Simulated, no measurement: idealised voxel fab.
process module | voxel transistor to metal
cross-section cut | 145 nm wide | cells 5 nm
A cross-section is a grid of square cells, given in bands from the top down. A band is one or more rows of cells.
Each band's line starts with the height of the band's top and of its bottom, in nm. Then come its materials from left to right, each with its width in nm. One material with "throughout" fills the band from edge to edge. "air" is empty space.
Height 0 is the level under which the wafer as received is all one material. The lowest band goes on downwards, as in "0 down".
A width such as "30 to 40" changes by the same amount from each row of cells to the next, from the band's top row to its bottom row.
"no change" after a step means that no cell of the cross-section changed.
closed voids: empty space of 8 cells or more with no open way to the top, each as width x height at its distance from the left edge, in nm
after a step's settings: what the simulator itself notes on the step
overlay nm, on a step with a mask: how far to the right of its planned place the mask lay; to the left if negative
plan
1 op RECEIVE | material Si
2 op OXIDIZE | depth nm 5
3 op CONFORMAL_DEP | material SiN | thk nm 10
4 op DIRECTIONAL_DEP | material aC | thk nm 10
5 op PATTERN | tone cover | mask id ACTIVE | material resist | width nm 115 | thk nm 25 | overlay nm 0
6 op DIRECTIONAL_ETCH | etch materials aC | depth nm 10
7 op STRIP | etch materials resist
8 op DIRECTIONAL_ETCH | etch materials SiN | depth nm 10
9 op DIRECTIONAL_ETCH | etch materials SiO2 | depth nm 5
10 op DIRECTIONAL_ETCH | etch materials Si | depth nm 20
11 op STRIP | etch materials aC
12 op FILL_DEP | material SiO2 | thk nm 5
13 op CMP | height nm 10
14 op SELECTIVE_ETCH | etch materials SiO2 | depth nm 5
15 op STRIP | etch materials SiN
16 op SELECTIVE_ETCH | etch materials SiO2 | depth nm 5
17 op OXIDIZE | depth nm 5
18 op DIRECTIONAL_DEP | material polySi | thk nm 30
19 op DIRECTIONAL_DEP | material SiCN | thk nm 15
20 op PATTERN | tone cover | mask id GATE | material resist | width nm 25 | thk nm 20 | overlay nm 0
21 op DIRECTIONAL_ETCH | etch materials SiCN | depth nm 25
22 op DIRECTIONAL_ETCH | etch materials polySi | depth nm 40
23 op STRIP | etch materials resist
24 op CONFORMAL_DEP | material SiN | thk nm 5
25 op DIRECTIONAL_ETCH | etch materials SiN | depth nm 5
26 op DIRECTIONAL_ETCH | etch materials SiO2 | depth nm 5
27 op DIRECTIONAL_ETCH | etch materials Si | depth nm 10
28 op EPI | material pSi | thk nm 10
29 op FILL_DEP | material SiO2 | thk nm 5
30 op CMP | height nm 25
31 op STRIP | etch materials polySi
32 op SELECTIVE_ETCH | etch materials SiO2 | depth nm 5
33 op CONFORMAL_DEP | material HfO2 | thk nm 5
34 op CONFORMAL_DEP | material TiN | thk nm 5
35 op FILL_DEP | material W | thk nm 10
36 op CMP | height nm 20
37 op DIRECTIONAL_DEP | material SiO2 | thk nm 15
38 op DIRECTIONAL_DEP | material aC | thk nm 15
39 op PATTERN | tone open | mask id CONTACT | material resist | width nm 20 | pitch nm 75 | thk nm 35 | overlay nm 0
40 op DIRECTIONAL_ETCH | etch materials aC | depth nm 15
41 op STRIP | etch materials resist
42 op DIRECTIONAL_ETCH | etch materials SiO2 | depth nm 45
43 op STRIP | etch materials aC
44 op CONFORMAL_DEP | material TiN | thk nm 5
45 op FILL_DEP | material W | thk nm 10
46 op CMP | height nm 35
47 op CONFORMAL_DEP | material SiCN | thk nm 5
48 op DIRECTIONAL_DEP | material lowk | thk nm 15
49 op MASKED_ETCH | tone open | mask id METAL_1 | width nm 20 | pitch nm 75 | etch materials lowk | depth nm 15 | overlay nm 0
50 op MASKED_ETCH | tone open | mask id METAL_1 | width nm 20 | pitch nm 75 | etch materials SiCN | depth nm 5 | overlay nm 0
51 op CONFORMAL_DEP | material TiN | thk nm 5
52 op FILL_DEP | material Ru | thk nm 10
53 op CMP | height nm 55
54 op EPI | material Ru | thk nm 5
55 op FILL_DEP | material SiCN | thk nm 5
first wafer, as planned
as received, after step 1
  0 down: Si throughout
  closed voids: none
after step 2
  0 to -5: SiO2 throughout
  below -5: unchanged
after step 3
  10 to 0: SiN throughout
  below 0: unchanged
after step 4
  20 to 10: aC throughout
  below 10: unchanged
after step 5
  45 to 20: air 15 | resist 115 | air 15
  below 20: unchanged
after step 6
  35 to 20: air 15 | resist 115 | air 15
  20 to 10: air 15 | aC 115 | air 15
  below 10: unchanged
after step 7
  20 to 10: air 15 | aC 115 | air 15
  below 10: unchanged
after step 8
  20 to 10: air 15 | aC 115 | air 15
  10 to 0: air 15 | SiN 115 | air 15
  below 0: unchanged
after step 9
  20 to 10: air 15 | aC 115 | air 15
  10 to 0: air 15 | SiN 115 | air 15
  0 to -5: air 15 | SiO2 115 | air 15
  below -5: unchanged
after step 10
  20 to 10: air 15 | aC 115 | air 15
  10 to 0: air 15 | SiN 115 | air 15
  0 to -5: air 15 | SiO2 115 | air 15
  -5 to -25: air 15 | Si 115 | air 15
  below -25: unchanged
after step 11
  10 to 0: air 15 | SiN 115 | air 15
  below 0: unchanged
after step 12
  15 to 10: SiO2 throughout
  10 to 0: SiO2 15 | SiN 115 | SiO2 15
  0 to -5: SiO2 throughout
  -5 to -25: SiO2 15 | Si 115 | SiO2 15
  below -25: unchanged
after step 13
  10 to 0: SiO2 15 | SiN 115 | SiO2 15
  below 0: unchanged
after step 14
  10 to 5: air 15 | SiN 115 | air 15
  below 5: unchanged
after step 15
  5 to 0: SiO2 15 | air 115 | SiO2 15
  below 0: unchanged
after step 16
  0 to -5: SiO2 10 | air 125 | SiO2 10
  below -5: unchanged
after step 17
  0 to -5: SiO2 10 | air 125 | SiO2 10
  -5 to -10: SiO2 throughout
  below -10: unchanged
after step 18
  30 to 25: polySi 10 | air 125 | polySi 10
  25 to 0: polySi throughout
  0 to -5: SiO2 10 | polySi 125 | SiO2 10
  below -5: unchanged
after step 19
  45 to 40: SiCN 10 | air 125 | SiCN 10
  40 to 30: SiCN throughout
  30 to 25: polySi 10 | SiCN 125 | polySi 10
  below 25: unchanged
after step 20
  65 to 45: air 60 | resist 25 | air 60
  45 to 40: SiCN 10 | air 50 | resist 25 | air 50 | SiCN 10
  below 40: unchanged
after step 21
  65 to 40: air 60 | resist 25 | air 60
  40 to 30: air 60 | SiCN 25 | air 60
  30 to 25: polySi 10 | air 50 | SiCN 25 | air 50 | polySi 10
  below 25: unchanged
after step 22
  65 to 40: air 60 | resist 25 | air 60
  40 to 25: air 60 | SiCN 25 | air 60
  25 to 0: air 60 | polySi 25 | air 60
  0 to -5: SiO2 10 | air 50 | polySi 25 | air 50 | SiO2 10
  below -5: unchanged
after step 23
  40 to 25: air 60 | SiCN 25 | air 60
  below 25: unchanged
after step 24
  45 to 40: air 55 | SiN 35 | air 55
  40 to 25: air 55 | SiN 5 | SiCN 25 | SiN 5 | air 55
  25 to 5: air 55 | SiN 5 | polySi 25 | SiN 5 | air 55
  5 to 0: SiN 15 | air 40 | SiN 5 | polySi 25 | SiN 5 | air 40 | SiN 15
  0 to -5: SiO2 10 | SiN 50 | polySi 25 | SiN 50 | SiO2 10
  below -5: unchanged
after step 25
  40 to 25: air 55 | SiN 5 | SiCN 25 | SiN 5 | air 55
  25 to 0: air 55 | SiN 5 | polySi 25 | SiN 5 | air 55
  0 to -5: SiO2 10 | SiN 5 | air 40 | SiN 5 | polySi 25 | SiN 5 | air 40 | SiN 5 | SiO2 10
  below -5: unchanged
after step 26
  40 to 25: air 55 | SiN 5 | SiCN 25 | SiN 5 | air 55
  25 to 0: air 55 | SiN 5 | polySi 25 | SiN 5 | air 55
  0 to -5: air 10 | SiN 5 | air 40 | SiN 5 | polySi 25 | SiN 5 | air 40 | SiN 5 | air 10
  -5 to -10: SiO2 15 | air 40 | SiO2 35 | air 40 | SiO2 15
  below -10: unchanged
after step 27
  40 to 25: air 55 | SiN 5 | SiCN 25 | SiN 5 | air 55
  25 to 0: air 55 | SiN 5 | polySi 25 | SiN 5 | air 55
  0 to -5: air 10 | SiN 5 | air 40 | SiN 5 | polySi 25 | SiN 5 | air 40 | SiN 5 | air 10
  -5 to -10: SiO2 15 | air 40 | SiO2 35 | air 40 | SiO2 15
  -10 to -20: SiO2 15 | air 40 | Si 35 | air 40 | SiO2 15
  below -20: unchanged
after step 28
  40 to 25: air 55 | SiN 5 | SiCN 25 | SiN 5 | air 55
  25 to 0: air 55 | SiN 5 | polySi 25 | SiN 5 | air 55
  0 to -5: air 10 | SiN 5 | air 30 | pSi 10 | SiN 5 | polySi 25 | SiN 5 | pSi 10 | air 30 | SiN 5 | air 10
  -5 to -10: SiO2 15 | air 30 | pSi 10 | SiO2 35 | pSi 10 | air 30 | SiO2 15
  -10 to -20: SiO2 15 | pSi 40 | Si 35 | pSi 40 | SiO2 15
  below -20: unchanged
after step 29
  45 to 40: SiO2 throughout
  40 to 25: SiO2 55 | SiN 5 | SiCN 25 | SiN 5 | SiO2 55
  25 to 0: SiO2 55 | SiN 5 | polySi 25 | SiN 5 | SiO2 55
  0 to -5: SiO2 10 | SiN 5 | SiO2 30 | pSi 10 | SiN 5 | polySi 25 | SiN 5 | pSi 10 | SiO2 30 | SiN 5 | SiO2 10
  -5 to -10: SiO2 45 | pSi 10 | SiO2 35 | pSi 10 | SiO2 45
  below -10: unchanged
after step 30
  25 to 0: SiO2 55 | SiN 5 | polySi 25 | SiN 5 | SiO2 55
  below 0: unchanged
after step 31
  25 to 0: SiO2 55 | SiN 5 | air 25 | SiN 5 | SiO2 55
  0 to -5: SiO2 10 | SiN 5 | SiO2 30 | pSi 10 | SiN 5 | air 25 | SiN 5 | pSi 10 | SiO2 30 | SiN 5 | SiO2 10
  below -5: unchanged
after step 32
  25 to 20: air 55 | SiN 5 | air 25 | SiN 5 | air 55
  20 to 0: SiO2 55 | SiN 5 | air 25 | SiN 5 | SiO2 55
  0 to -5: SiO2 10 | SiN 5 | SiO2 30 | pSi 10 | SiN 5 | air 25 | SiN 5 | pSi 10 | SiO2 30 | SiN 5 | SiO2 10
  -5 to -10: SiO2 45 | pSi 10 | air 35 | pSi 10 | SiO2 45
  below -10: unchanged
after step 33
  30 to 25: air 50 | HfO2 15 | air 15 | HfO2 15 | air 50
  25 to 20: HfO2 55 | SiN 5 | HfO2 5 | air 15 | HfO2 5 | SiN 5 | HfO2 55
  20 to 0: SiO2 55 | SiN 5 | HfO2 5 | air 15 | HfO2 5 | SiN 5 | SiO2 55
  0 to -5: SiO2 10 | SiN 5 | SiO2 30 | pSi 10 | SiN 5 | HfO2 5 | air 15 | HfO2 5 | SiN 5 | pSi 10 | SiO2 30 | SiN 5 | SiO2 10
  -5 to -10: SiO2 45 | pSi 10 | HfO2 35 | pSi 10 | SiO2 45
  below -10: unchanged
after step 34
  35 to 30: air 45 | TiN 25 | air 5 | TiN 25 | air 45
  30 to 25: TiN 50 | HfO2 15 | TiN 5 | air 5 | TiN 5 | HfO2 15 | TiN 50
  25 to 20: HfO2 55 | SiN 5 | HfO2 5 | TiN 5 | air 5 | TiN 5 | HfO2 5 | SiN 5 | HfO2 55
  20 to 0: SiO2 55 | SiN 5 | HfO2 5 | TiN 5 | air 5 | TiN 5 | HfO2 5 | SiN 5 | SiO2 55
  0 to -5: SiO2 10 | SiN 5 | SiO2 30 | pSi 10 | SiN 5 | HfO2 5 | TiN 15 | HfO2 5 | SiN 5 | pSi 10 | SiO2 30 | SiN 5 | SiO2 10
  below -5: unchanged
after step 35
  45 to 35: W throughout
  35 to 30: W 45 | TiN 25 | W 5 | TiN 25 | W 45
  30 to 25: TiN 50 | HfO2 15 | TiN 5 | W 5 | TiN 5 | HfO2 15 | TiN 50
  25 to 20: HfO2 55 | SiN 5 | HfO2 5 | TiN 5 | W 5 | TiN 5 | HfO2 5 | SiN 5 | HfO2 55
  20 to 0: SiO2 55 | SiN 5 | HfO2 5 | TiN 5 | W 5 | TiN 5 | HfO2 5 | SiN 5 | SiO2 55
  below 0: unchanged
after step 36
  20 to 0: SiO2 55 | SiN 5 | HfO2 5 | TiN 5 | W 5 | TiN 5 | HfO2 5 | SiN 5 | SiO2 55
  below 0: unchanged
after step 37
  35 to 20: SiO2 throughout
  below 20: unchanged
after step 38
  50 to 35: aC throughout
  below 35: unchanged
after step 39
  85 to 50: resist 25 | air 20 | resist 55 | air 20 | resist 25
  below 50: unchanged
after step 40
  70 to 50: resist 25 | air 20 | resist 55 | air 20 | resist 25
  50 to 35: aC 25 | air 20 | aC 55 | air 20 | aC 25
  below 35: unchanged
after step 41
  50 to 35: aC 25 | air 20 | aC 55 | air 20 | aC 25
  below 35: unchanged
after step 42
  50 to 35: aC 25 | air 20 | aC 55 | air 20 | aC 25
  35 to 20: SiO2 25 | air 20 | SiO2 55 | air 20 | SiO2 25
  20 to 0: SiO2 25 | air 20 | SiO2 10 | SiN 5 | HfO2 5 | TiN 5 | W 5 | TiN 5 | HfO2 5 | SiN 5 | SiO2 10 | air 20 | SiO2 25
  0 to -5: SiO2 10 | SiN 5 | SiO2 10 | air 20 | pSi 10 | SiN 5 | HfO2 5 | TiN 15 | HfO2 5 | SiN 5 | pSi 10 | air 20 | SiO2 10 | SiN 5 | SiO2 10
  -5 to -10: SiO2 25 | air 20 | pSi 10 | HfO2 35 | pSi 10 | air 20 | SiO2 25
  below -10: unchanged
after step 43
  35 to 20: SiO2 25 | air 20 | SiO2 55 | air 20 | SiO2 25
  below 20: unchanged
after step 44
  40 to 35: TiN 30 | air 10 | TiN 65 | air 10 | TiN 30
  35 to 20: SiO2 25 | TiN 5 | air 10 | TiN 5 | SiO2 55 | TiN 5 | air 10 | TiN 5 | SiO2 25
  20 to 0: SiO2 25 | TiN 5 | air 10 | TiN 5 | SiO2 10 | SiN 5 | HfO2 5 | TiN 5 | W 5 | TiN 5 | HfO2 5 | SiN 5 | SiO2 10 | TiN 5 | air 10 | TiN 5 | SiO2 25
  0 to -5: SiO2 10 | SiN 5 | SiO2 10 | TiN 5 | air 10 | TiN 5 | pSi 10 | SiN 5 | HfO2 5 | TiN 15 | HfO2 5 | SiN 5 | pSi 10 | TiN 5 | air 10 | TiN 5 | SiO2 10 | SiN 5 | SiO2 10
  -5 to -10: SiO2 25 | TiN 20 | pSi 10 | HfO2 35 | pSi 10 | TiN 20 | SiO2 25
  below -10: unchanged
after step 45
  50 to 40: W throughout
  40 to 35: TiN 30 | W 10 | TiN 65 | W 10 | TiN 30
  35 to 20: SiO2 25 | TiN 5 | W 10 | TiN 5 | SiO2 55 | TiN 5 | W 10 | TiN 5 | SiO2 25
  20 to 0: SiO2 25 | TiN 5 | W 10 | TiN 5 | SiO2 10 | SiN 5 | HfO2 5 | TiN 5 | W 5 | TiN 5 | HfO2 5 | SiN 5 | SiO2 10 | TiN 5 | W 10 | TiN 5 | SiO2 25
  0 to -5: SiO2 10 | SiN 5 | SiO2 10 | TiN 5 | W 10 | TiN 5 | pSi 10 | SiN 5 | HfO2 5 | TiN 15 | HfO2 5 | SiN 5 | pSi 10 | TiN 5 | W 10 | TiN 5 | SiO2 10 | SiN 5 | SiO2 10
  below -5: unchanged
after step 46
  35 to 20: SiO2 25 | TiN 5 | W 10 | TiN 5 | SiO2 55 | TiN 5 | W 10 | TiN 5 | SiO2 25
  below 20: unchanged
after step 47
  40 to 35: SiCN throughout
  below 35: unchanged
after step 48
  55 to 40: lowk throughout
  below 40: unchanged
after step 49
  55 to 40: lowk 25 | air 20 | lowk 55 | air 20 | lowk 25
  below 40: unchanged
after step 50
  55 to 40: lowk 25 | air 20 | lowk 55 | air 20 | lowk 25
  40 to 35: SiCN 25 | air 20 | SiCN 55 | air 20 | SiCN 25
  below 35: unchanged
after step 51
  60 to 55: TiN 30 | air 10 | TiN 65 | air 10 | TiN 30
  55 to 40: lowk 25 | TiN 5 | air 10 | TiN 5 | lowk 55 | TiN 5 | air 10 | TiN 5 | lowk 25
  40 to 35: SiCN 25 | TiN 20 | SiCN 55 | TiN 20 | SiCN 25
  below 35: unchanged
after step 52
  70 to 60: Ru throughout
  60 to 55: TiN 30 | Ru 10 | TiN 65 | Ru 10 | TiN 30
  55 to 40: lowk 25 | TiN 5 | Ru 10 | TiN 5 | lowk 55 | TiN 5 | Ru 10 | TiN 5 | lowk 25
  below 40: unchanged
after step 53
  55 to 40: lowk 25 | TiN 5 | Ru 10 | TiN 5 | lowk 55 | TiN 5 | Ru 10 | TiN 5 | lowk 25
  below 40: unchanged
after step 54
  60 to 55: air 20 | Ru 30 | air 45 | Ru 30 | air 20
  below 55: unchanged
after step 55
  65 to 60: SiCN throughout
  60 to 55: SiCN 20 | Ru 30 | SiCN 45 | Ru 30 | SiCN 20
  below 55: unchanged
second wafer: like start, like plan, one mistake. Through step 19 it matches the first wafer
when step 20 should have ended
  65 to 45: air 60 | resist 30 | air 55
  45 to 40: SiCN 10 | air 50 | resist 30 | air 45 | SiCN 10
  below 40: unchanged
when step 21 should have ended
  65 to 40: air 60 | resist 30 | air 55
  40 to 30: air 60 | SiCN 30 | air 55
  30 to 25: polySi 10 | air 50 | SiCN 30 | air 45 | polySi 10
  below 25: unchanged
when step 22 should have ended
  65 to 40: air 60 | resist 30 | air 55
  40 to 25: air 60 | SiCN 30 | air 55
  25 to 0: air 60 | polySi 30 | air 55
  0 to -5: SiO2 10 | air 50 | polySi 30 | air 45 | SiO2 10
  below -5: unchanged
when step 23 should have ended
  40 to 25: air 60 | SiCN 30 | air 55
  below 25: unchanged
when step 24 should have ended
  45 to 40: air 55 | SiN 40 | air 50
  40 to 25: air 55 | SiN 5 | SiCN 30 | SiN 5 | air 50
  25 to 5: air 55 | SiN 5 | polySi 30 | SiN 5 | air 50
  5 to 0: SiN 15 | air 40 | SiN 5 | polySi 30 | SiN 5 | air 35 | SiN 15
  0 to -5: SiO2 10 | SiN 50 | polySi 30 | SiN 45 | SiO2 10
  below -5: unchanged
when step 25 should have ended
  40 to 25: air 55 | SiN 5 | SiCN 30 | SiN 5 | air 50
  25 to 0: air 55 | SiN 5 | polySi 30 | SiN 5 | air 50
  0 to -5: SiO2 10 | SiN 5 | air 40 | SiN 5 | polySi 30 | SiN 5 | air 35 | SiN 5 | SiO2 10
  below -5: unchanged
when step 26 should have ended
  40 to 25: air 55 | SiN 5 | SiCN 30 | SiN 5 | air 50
  25 to 0: air 55 | SiN 5 | polySi 30 | SiN 5 | air 50
  0 to -5: air 10 | SiN 5 | air 40 | SiN 5 | polySi 30 | SiN 5 | air 35 | SiN 5 | air 10
  -5 to -10: SiO2 15 | air 40 | SiO2 40 | air 35 | SiO2 15
  below -10: unchanged
when step 27 should have ended
  40 to 25: air 55 | SiN 5 | SiCN 30 | SiN 5 | air 50
  25 to 0: air 55 | SiN 5 | polySi 30 | SiN 5 | air 50
  0 to -5: air 10 | SiN 5 | air 40 | SiN 5 | polySi 30 | SiN 5 | air 35 | SiN 5 | air 10
  -5 to -10: SiO2 15 | air 40 | SiO2 40 | air 35 | SiO2 15
  -10 to -20: SiO2 15 | air 40 | Si 40 | air 35 | SiO2 15
  below -20: unchanged
when step 28 should have ended
  40 to 25: air 55 | SiN 5 | SiCN 30 | SiN 5 | air 50
  25 to 0: air 55 | SiN 5 | polySi 30 | SiN 5 | air 50
  0 to -5: air 10 | SiN 5 | air 30 | pSi 10 | SiN 5 | polySi 30 | SiN 5 | pSi 10 | air 25 | SiN 5 | air 10
  -5 to -10: SiO2 15 | air 30 | pSi 10 | SiO2 40 | pSi 10 | air 25 | SiO2 15
  -10 to -20: SiO2 15 | pSi 40 | Si 40 | pSi 35 | SiO2 15
  below -20: unchanged
when step 29 should have ended
  45 to 40: SiO2 throughout
  40 to 25: SiO2 55 | SiN 5 | SiCN 30 | SiN 5 | SiO2 50
  25 to 0: SiO2 55 | SiN 5 | polySi 30 | SiN 5 | SiO2 50
  0 to -5: SiO2 10 | SiN 5 | SiO2 30 | pSi 10 | SiN 5 | polySi 30 | SiN 5 | pSi 10 | SiO2 25 | SiN 5 | SiO2 10
  -5 to -10: SiO2 45 | pSi 10 | SiO2 40 | pSi 10 | SiO2 40
  below -10: unchanged
when step 30 should have ended
  25 to 0: SiO2 55 | SiN 5 | polySi 30 | SiN 5 | SiO2 50
  below 0: unchanged
when step 31 should have ended
  25 to 0: SiO2 55 | SiN 5 | air 30 | SiN 5 | SiO2 50
  0 to -5: SiO2 10 | SiN 5 | SiO2 30 | pSi 10 | SiN 5 | air 30 | SiN 5 | pSi 10 | SiO2 25 | SiN 5 | SiO2 10
  below -5: unchanged
when step 32 should have ended
  25 to 20: air 55 | SiN 5 | air 30 | SiN 5 | air 50
  20 to 0: SiO2 55 | SiN 5 | air 30 | SiN 5 | SiO2 50
  0 to -5: SiO2 10 | SiN 5 | SiO2 30 | pSi 10 | SiN 5 | air 30 | SiN 5 | pSi 10 | SiO2 25 | SiN 5 | SiO2 10
  -5 to -10: SiO2 45 | pSi 10 | air 40 | pSi 10 | SiO2 40
  below -10: unchanged
when step 33 should have ended
  30 to 25: air 50 | HfO2 15 | air 20 | HfO2 15 | air 45
  25 to 20: HfO2 55 | SiN 5 | HfO2 5 | air 20 | HfO2 5 | SiN 5 | HfO2 50
  20 to 0: SiO2 55 | SiN 5 | HfO2 5 | air 20 | HfO2 5 | SiN 5 | SiO2 50
  0 to -5: SiO2 10 | SiN 5 | SiO2 30 | pSi 10 | SiN 5 | HfO2 5 | air 20 | HfO2 5 | SiN 5 | pSi 10 | SiO2 25 | SiN 5 | SiO2 10
  -5 to -10: SiO2 45 | pSi 10 | HfO2 40 | pSi 10 | SiO2 40
  below -10: unchanged
when step 34 should have ended
  35 to 30: air 45 | TiN 25 | air 10 | TiN 25 | air 40
  30 to 25: TiN 50 | HfO2 15 | TiN 5 | air 10 | TiN 5 | HfO2 15 | TiN 45
  25 to 20: HfO2 55 | SiN 5 | HfO2 5 | TiN 5 | air 10 | TiN 5 | HfO2 5 | SiN 5 | HfO2 50
  20 to 0: SiO2 55 | SiN 5 | HfO2 5 | TiN 5 | air 10 | TiN 5 | HfO2 5 | SiN 5 | SiO2 50
  0 to -5: SiO2 10 | SiN 5 | SiO2 30 | pSi 10 | SiN 5 | HfO2 5 | TiN 20 | HfO2 5 | SiN 5 | pSi 10 | SiO2 25 | SiN 5 | SiO2 10
  below -5: unchanged
when step 35 should have ended
  45 to 35: W throughout
  35 to 30: W 45 | TiN 25 | W 10 | TiN 25 | W 40
  30 to 25: TiN 50 | HfO2 15 | TiN 5 | W 10 | TiN 5 | HfO2 15 | TiN 45
  25 to 20: HfO2 55 | SiN 5 | HfO2 5 | TiN 5 | W 10 | TiN 5 | HfO2 5 | SiN 5 | HfO2 50
  20 to 0: SiO2 55 | SiN 5 | HfO2 5 | TiN 5 | W 10 | TiN 5 | HfO2 5 | SiN 5 | SiO2 50
  below 0: unchanged
when step 36 should have ended
  20 to 0: SiO2 55 | SiN 5 | HfO2 5 | TiN 5 | W 10 | TiN 5 | HfO2 5 | SiN 5 | SiO2 50
  below 0: unchanged
when step 37 should have ended
  35 to 20: SiO2 throughout
  below 20: unchanged
when step 38 should have ended
  50 to 35: aC throughout
  below 35: unchanged
when step 39 should have ended
  85 to 50: resist 25 | air 20 | resist 55 | air 20 | resist 25
  below 50: unchanged
when step 40 should have ended
  70 to 50: resist 25 | air 20 | resist 55 | air 20 | resist 25
  50 to 35: aC 25 | air 20 | aC 55 | air 20 | aC 25
  below 35: unchanged
when step 41 should have ended
  50 to 35: aC 25 | air 20 | aC 55 | air 20 | aC 25
  below 35: unchanged
when step 42 should have ended
  50 to 35: aC 25 | air 20 | aC 55 | air 20 | aC 25
  35 to 20: SiO2 25 | air 20 | SiO2 55 | air 20 | SiO2 25
  20 to 0: SiO2 25 | air 20 | SiO2 10 | SiN 5 | HfO2 5 | TiN 5 | W 10 | TiN 5 | HfO2 5 | SiN 5 | SiO2 5 | air 20 | SiO2 25
  0 to -5: SiO2 10 | SiN 5 | SiO2 10 | air 20 | pSi 10 | SiN 5 | HfO2 5 | TiN 20 | HfO2 5 | SiN 5 | pSi 10 | air 15 | SiO2 10 | SiN 5 | SiO2 10
  -5 to -10: SiO2 25 | air 20 | pSi 10 | HfO2 40 | pSi 10 | air 15 | SiO2 25
  below -10: unchanged
when step 43 should have ended
  35 to 20: SiO2 25 | air 20 | SiO2 55 | air 20 | SiO2 25
  below 20: unchanged
when step 44 should have ended
  40 to 35: TiN 30 | air 10 | TiN 65 | air 10 | TiN 30
  35 to 20: SiO2 25 | TiN 5 | air 10 | TiN 5 | SiO2 55 | TiN 5 | air 10 | TiN 5 | SiO2 25
  20 to 5: SiO2 25 | TiN 5 | air 10 | TiN 5 | SiO2 10 | SiN 5 | HfO2 5 | TiN 5 | W 10 | TiN 5 | HfO2 5 | SiN 5 | SiO2 5 | TiN 5 | air 10 | TiN 5 | SiO2 25
  5 to 0: SiO2 25 | TiN 5 | air 10 | TiN 5 | SiO2 10 | SiN 5 | HfO2 5 | TiN 5 | W 10 | TiN 5 | HfO2 5 | SiN 5 | SiO2 5 | TiN 10 | air 5 | TiN 5 | SiO2 25
  0 to -5: SiO2 10 | SiN 5 | SiO2 10 | TiN 5 | air 10 | TiN 5 | pSi 10 | SiN 5 | HfO2 5 | TiN 20 | HfO2 5 | SiN 5 | pSi 10 | TiN 5 | air 5 | TiN 5 | SiO2 10 | SiN 5 | SiO2 10
  -5 to -10: SiO2 25 | TiN 20 | pSi 10 | HfO2 40 | pSi 10 | TiN 15 | SiO2 25
  below -10: unchanged
when step 45 should have ended
  50 to 40: W throughout
  40 to 35: TiN 30 | W 10 | TiN 65 | W 10 | TiN 30
  35 to 20: SiO2 25 | TiN 5 | W 10 | TiN 5 | SiO2 55 | TiN 5 | W 10 | TiN 5 | SiO2 25
  20 to 5: SiO2 25 | TiN 5 | W 10 | TiN 5 | SiO2 10 | SiN 5 | HfO2 5 | TiN 5 | W 10 | TiN 5 | HfO2 5 | SiN 5 | SiO2 5 | TiN 5 | W 10 | TiN 5 | SiO2 25
  5 to 0: SiO2 25 | TiN 5 | W 10 | TiN 5 | SiO2 10 | SiN 5 | HfO2 5 | TiN 5 | W 10 | TiN 5 | HfO2 5 | SiN 5 | SiO2 5 | TiN 10 | W 5 | TiN 5 | SiO2 25
  0 to -5: SiO2 10 | SiN 5 | SiO2 10 | TiN 5 | W 10 | TiN 5 | pSi 10 | SiN 5 | HfO2 5 | TiN 20 | HfO2 5 | SiN 5 | pSi 10 | TiN 5 | W 5 | TiN 5 | SiO2 10 | SiN 5 | SiO2 10
  below -5: unchanged
when step 46 should have ended
  35 to 20: SiO2 25 | TiN 5 | W 10 | TiN 5 | SiO2 55 | TiN 5 | W 10 | TiN 5 | SiO2 25
  below 20: unchanged
when step 47 should have ended
  40 to 35: SiCN throughout
  below 35: unchanged
when step 48 should have ended
  55 to 40: lowk throughout
  below 40: unchanged
when step 49 should have ended
  55 to 40: lowk 25 | air 20 | lowk 55 | air 20 | lowk 25
  below 40: unchanged
when step 50 should have ended
  55 to 40: lowk 25 | air 20 | lowk 55 | air 20 | lowk 25
  40 to 35: SiCN 25 | air 20 | SiCN 55 | air 20 | SiCN 25
  below 35: unchanged
when step 51 should have ended
  60 to 55: TiN 30 | air 10 | TiN 65 | air 10 | TiN 30
  55 to 40: lowk 25 | TiN 5 | air 10 | TiN 5 | lowk 55 | TiN 5 | air 10 | TiN 5 | lowk 25
  40 to 35: SiCN 25 | TiN 20 | SiCN 55 | TiN 20 | SiCN 25
  below 35: unchanged
when step 52 should have ended
  70 to 60: Ru throughout
  60 to 55: TiN 30 | Ru 10 | TiN 65 | Ru 10 | TiN 30
  55 to 40: lowk 25 | TiN 5 | Ru 10 | TiN 5 | lowk 55 | TiN 5 | Ru 10 | TiN 5 | lowk 25
  below 40: unchanged
when step 53 should have ended
  55 to 40: lowk 25 | TiN 5 | Ru 10 | TiN 5 | lowk 55 | TiN 5 | Ru 10 | TiN 5 | lowk 25
  below 40: unchanged
when step 54 should have ended
  60 to 55: air 20 | Ru 30 | air 45 | Ru 30 | air 20
  below 55: unchanged
when step 55 should have ended
  65 to 60: SiCN throughout
  60 to 55: SiCN 20 | Ru 30 | SiCN 45 | Ru 30 | SiCN 20
  below 55: unchanged
what went wrong: step 20 ran as: op PATTERN | tone cover | mask id GATE | material resist | width nm 30 | thk nm 20 | overlay nm 0
at the end the second wafer has, in cells: 1 more of HfO2 | 2 more of Si | 4 fewer of SiO2 | 1 more of TiN | 2 more of W | 2 fewer of pSi
